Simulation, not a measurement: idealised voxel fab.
The process module that follows is named voxel fin reveal.
Cross-section cut spans 170 nm and uses square cells 5 nm in size.
Heads up, the way a cross-section reads in here is a grid of square cells, handed over as bands from the top down, with every band being one or more rows of cells.
What a band's entry tells you: where the top is and where the bottom is, as heights in nm, and after that what lies inside, material by material from left to right, each with its width in nm. Empty space is written as the word "air", and a single material marked with the word "all across" occupies the band from edge to edge.
It should be noted that heights are counted from 0, beneath which the wafer as supplied is of one material throughout, and that the lowest band possesses no lower boundary but continues downward, as written in "0 nm and below".
It should be noted that a width expressed as "30 to 40" varies in equal increments from row to row of cells within the band, taking the value of the first number at the top row and that of the second number at the bottom row.
Given "nothing altered" for a step, no cell of the cross-section differs between before and after that step.
You'll see "Voids, sealed" listing empty spaces that have no way open to the top, as long as they're 8 cells or more; the notation is width x height at distance, where the distance is from the left edge, and all of it is in nm.
Post-settings text on a step line: simulator's own remark regarding the step.
overlay nm: mask right of planned place by this much (step with mask). Neg. = left.
plan
- 1: RECEIVE [material Si]
- 2: CONFORMAL_DEP [material SiN] [thk nm 5]
- 3: MASKED_ETCH [tone cover] [mask id FINS] [width nm 15] [pitch nm 35] [etch materials SiN] [depth nm 5] [overlay nm 0]
- 4: MASKED_ETCH [tone cover] [mask id FINS] [width nm 15] [pitch nm 35] [etch materials Si] [depth nm 30] [overlay nm 0]
- 5: OXIDIZE [depth nm 5]
- 6: FILL_DEP [material SiO2] [thk nm 5]
- 7: CMP [height nm 5]
- 8: SELECTIVE_ETCH [etch materials SiO2] [depth nm 20]
- 9: STRIP [etch materials SiN]
- 10: CONFORMAL_DEP [material SiO2] [thk nm 5]
First of two wafers - as planned
Wafer cross-section on receipt, i.e. after step 1
    0 nm and below  Si all across
    Voids, sealed: none
The following cross-section depicts the wafer upon completion of step 2
    5 nm to 0 nm  SiN all across
    Under 0: no change, same as before.
The following cross-section depicts the wafer upon completion of step 3
    5 nm to 0 nm  air=25 / SiN=15 / air=20 / SiN=15 / air=20 / SiN=15 / air=20 / SiN=15 / air=25
    Under 0: no change, same as before.
The following cross-section depicts the wafer upon completion of step 4
    5 nm to 0 nm  air=25 / SiN=15 / air=20 / SiN=15 / air=20 / SiN=15 / air=20 / SiN=15 / air=25
    0 nm to -30 nm  air=25 / Si=15 / air=20 / Si=15 / air=20 / Si=15 / air=20 / Si=15 / air=25
    Under -30: no change, same as before.
The following cross-section depicts the wafer upon completion of step 5
    5 nm to 0 nm  air=25 / SiN=15 / air=20 / SiN=15 / air=20 / SiN=15 / air=20 / SiN=15 / air=25
    0 nm to -30 nm  air=25 / SiO2=5 / Si=5 / SiO2=5 / air=20 / SiO2=5 / Si=5 / SiO2=5 / air=20 / SiO2=5 / Si=5 / SiO2=5 / air=20 / SiO2=5 / Si=5 / SiO2=5 / air=25
    -30 nm to -35 nm  SiO2=30 / Si=5 / SiO2=30 / Si=5 / SiO2=30 / Si=5 / SiO2=30 / Si=5 / SiO2=30
    Under -35: no change, same as before.
The following cross-section depicts the wafer upon completion of step 6
    10 nm to 5 nm  SiO2 all across
    5 nm to 0 nm  SiO2=25 / SiN=15 / SiO2=20 / SiN=15 / SiO2=20 / SiN=15 / SiO2=20 / SiN=15 / SiO2=25
    0 nm to -35 nm  SiO2=30 / Si=5 / SiO2=30 / Si=5 / SiO2=30 / Si=5 / SiO2=30 / Si=5 / SiO2=30
    Under -35: no change, same as before.
The following cross-section depicts the wafer upon completion of step 7
    5 nm to 0 nm  SiO2=25 / SiN=15 / SiO2=20 / SiN=15 / SiO2=20 / SiN=15 / SiO2=20 / SiN=15 / SiO2=25
    Under 0: no change, same as before.
The following cross-section depicts the wafer upon completion of step 8
    5 nm to 0 nm  air=25 / SiN=15 / air=20 / SiN=15 / air=20 / SiN=15 / air=20 / SiN=15 / air=25
    0 nm to -15 nm  air=30 / Si=5 / air=30 / Si=5 / air=30 / Si=5 / air=30 / Si=5 / air=30
    Under -15: no change, same as before.
The following cross-section depicts the wafer upon completion of step 9
    0 nm to -15 nm  air=30 / Si=5 / air=30 / Si=5 / air=30 / Si=5 / air=30 / Si=5 / air=30
    Under -15: no change, same as before.
The following cross-section depicts the wafer upon completion of step 10
    5 nm to 0 nm  air=25 / SiO2=15 / air=20 / SiO2=15 / air=20 / SiO2=15 / air=20 / SiO2=15 / air=25
    0 nm to -10 nm  air=25 / SiO2=5 / Si=5 / SiO2=5 / air=20 / SiO2=5 / Si=5 / SiO2=5 / air=20 / SiO2=5 / Si=5 / SiO2=5 / air=20 / SiO2=5 / Si=5 / SiO2=5 / air=25
    -10 nm to -35 nm  SiO2=30 / Si=5 / SiO2=30 / Si=5 / SiO2=30 / Si=5 / SiO2=30 / Si=5 / SiO2=30
    Under -35: no change, same as before.
What follows concerns the second wafer, which started out like the first and was meant to follow the very same plan; one mistake crept in when it was run, but everything up to and including step 2 is the same as for the first wafer
Look at the second wafer in cross-section at the time step 3 ought to have finished
    5 nm to 0 nm  air=25 / SiN=20 / air=15 / SiN=20 / air=15 / SiN=20 / air=15 / SiN=20 / air=20
    Under 0: no change, same as before.
Look at the second wafer in cross-section at the time step 4 ought to have finished
    5 nm to 0 nm  air=25 / SiN=20 / air=15 / SiN=20 / air=15 / SiN=20 / air=15 / SiN=20 / air=20
    0 nm to -30 nm  air=25 / Si=20 / air=15 / Si=20 / air=15 / Si=20 / air=15 / Si=20 / air=20
    Under -30: no change, same as before.
Look at the second wafer in cross-section at the time step 5 ought to have finished
    5 nm to 0 nm  air=25 / SiN=20 / air=15 / SiN=20 / air=15 / SiN=20 / air=15 / SiN=20 / air=20
    0 nm to -30 nm  air=25 / SiO2=5 / Si=10 / SiO2=5 / air=15 / SiO2=5 / Si=10 / SiO2=5 / air=15 / SiO2=5 / Si=10 / SiO2=5 / air=15 / SiO2=5 / Si=10 / SiO2=5 / air=20
    -30 nm to -35 nm  SiO2=30 / Si=10 / SiO2=25 / Si=10 / SiO2=25 / Si=10 / SiO2=25 / Si=10 / SiO2=25
    Under -35: no change, same as before.
Look at the second wafer in cross-section at the time step 6 ought to have finished
    10 nm to 5 nm  SiO2 all across
    5 nm to 0 nm  SiO2=25 / SiN=20 / SiO2=15 / SiN=20 / SiO2=15 / SiN=20 / SiO2=15 / SiN=20 / SiO2=20
    0 nm to -35 nm  SiO2=30 / Si=10 / SiO2=25 / Si=10 / SiO2=25 / Si=10 / SiO2=25 / Si=10 / SiO2=25
    Under -35: no change, same as before.
Look at the second wafer in cross-section at the time step 7 ought to have finished
    5 nm to 0 nm  SiO2=25 / SiN=20 / SiO2=15 / SiN=20 / SiO2=15 / SiN=20 / SiO2=15 / SiN=20 / SiO2=20
    Under 0: no change, same as before.
Look at the second wafer in cross-section at the time step 8 ought to have finished
    5 nm to 0 nm  air=25 / SiN=20 / air=15 / SiN=20 / air=15 / SiN=20 / air=15 / SiN=20 / air=20
    0 nm to -15 nm  air=30 / Si=10 / air=25 / Si=10 / air=25 / Si=10 / air=25 / Si=10 / air=25
    Under -15: no change, same as before.
Look at the second wafer in cross-section at the time step 9 ought to have finished
    0 nm to -15 nm  air=30 / Si=10 / air=25 / Si=10 / air=25 / Si=10 / air=25 / Si=10 / air=25
    Under -15: no change, same as before.
Look at the second wafer in cross-section at the time step 10 ought to have finished
    5 nm to 0 nm  air=25 / SiO2=20 / air=15 / SiO2=20 / air=15 / SiO2=20 / air=15 / SiO2=20 / air=20
    0 nm to -10 nm  air=25 / SiO2=5 / Si=10 / SiO2=5 / air=15 / SiO2=5 / Si=10 / SiO2=5 / air=15 / SiO2=5 / Si=10 / SiO2=5 / air=15 / SiO2=5 / Si=10 / SiO2=5 / air=20
    -10 nm to -35 nm  SiO2=30 / Si=10 / SiO2=25 / Si=10 / SiO2=25 / Si=10 / SiO2=25 / Si=10 / SiO2=25
    Under -35: no change, same as before.
Where did the run depart from the plan? step 3 did not use the planned setting and instead ran as MASKED_ETCH [tone cover] [mask id FINS] [width nm 20] [pitch nm 35] [etch materials SiN] [depth nm 5] [overlay nm 0]
Once processing is complete, comparing cell counts shows that the second wafer has more or fewer of certain materials than the first: Si +28 | SiO2 -16
